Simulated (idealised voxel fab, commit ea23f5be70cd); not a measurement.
The process module that follows is named voxel released beams.
Cross-sectional view cut (width: 285 nm; square cell size: 5 nm).
A cross-section is a grid of square cells, given in bands from the top down. A band is one or more rows of cells. Basically the band line says how high the top is and how high the bottom is, in nm, and then what's in it from left to right, every material with its width in nm. Empty space shows up as "empty", and if a single material carries "throughout" it runs the full band edge to edge. It should be noted that heights are counted from 0, beneath which the wafer as supplied is of one material throughout, and that the lowest band possesses no lower boundary but continues downward, as written in "top 0, no bottom". Top row gets the first number, bottom row gets the second, and each row in between changes by the same step: that is how a band width like "30 to 40" works. "no alterations made" means the step left every cell of the cross-section as it was. "Sealed internal voids" specifies each empty space that is not open to the top and that occupies no fewer than 8 cells, using the form width x height at distance, the distance measured from the left edge and all three quantities in nm. What comes after the settings on a step's line is commentary from the simulator itself on that step. If you see "overlay nm" on a step's line and that step has a mask, it's telling you how far right of where it was planned the mask ended up; a negative number means it went left instead.
**Process steps foreseen in the plan**
1) RECEIVE [material Si]
2) CONFORMAL_DEP [material SiN] [thk nm 10]
3) DIRECTIONAL_DEP [material SiO2] [thk nm 10]
4) MASKED_ETCH [tone open] [mask id ANCHOR] [width nm 25] [etch materials SiO2] [depth nm 10] [overlay nm 0]
5) CONFORMAL_DEP [material polySi] [thk nm 10]
6) DIRECTIONAL_DEP [material aC] [thk nm 15]
7) PATTERN [tone cover] [mask id BEAM] [material resist] [width nm 90] [thk nm 30] [overlay nm 0]
8) DIRECTIONAL_ETCH [etch materials aC] [depth nm 15]
9) STRIP [etch materials resist]
10) DIRECTIONAL_ETCH [etch materials polySi] [depth nm 10]
11) STRIP [etch materials aC]
12) STRIP [etch materials SiO2]
**Shown in cross-section is the wafer as received, that is, as it stands after step 1**
* top 0, no bottom  Si throughout
* Sealed internal voids: none
**The cross-section shown corresponds to the wafer at the conclusion of the module. The initial structure and the process plan are those presented above; however, one mistake occurred in executing the plan**
* top 30, bottom 20  empty=95 / polySi=90 / empty=100
* top 20, bottom 10  empty=105 / polySi=15 / empty=165
* top 10, bottom 0  SiN throughout
* top 0, no bottom  Si throughout
* Sealed internal voids: none
Want to know what went wrong? not per plan at step 4, really ran MASKED_ETCH [tone open] [mask id ANCHOR] [width nm 15] [etch materials SiO2] [depth nm 10] [overlay nm 0]
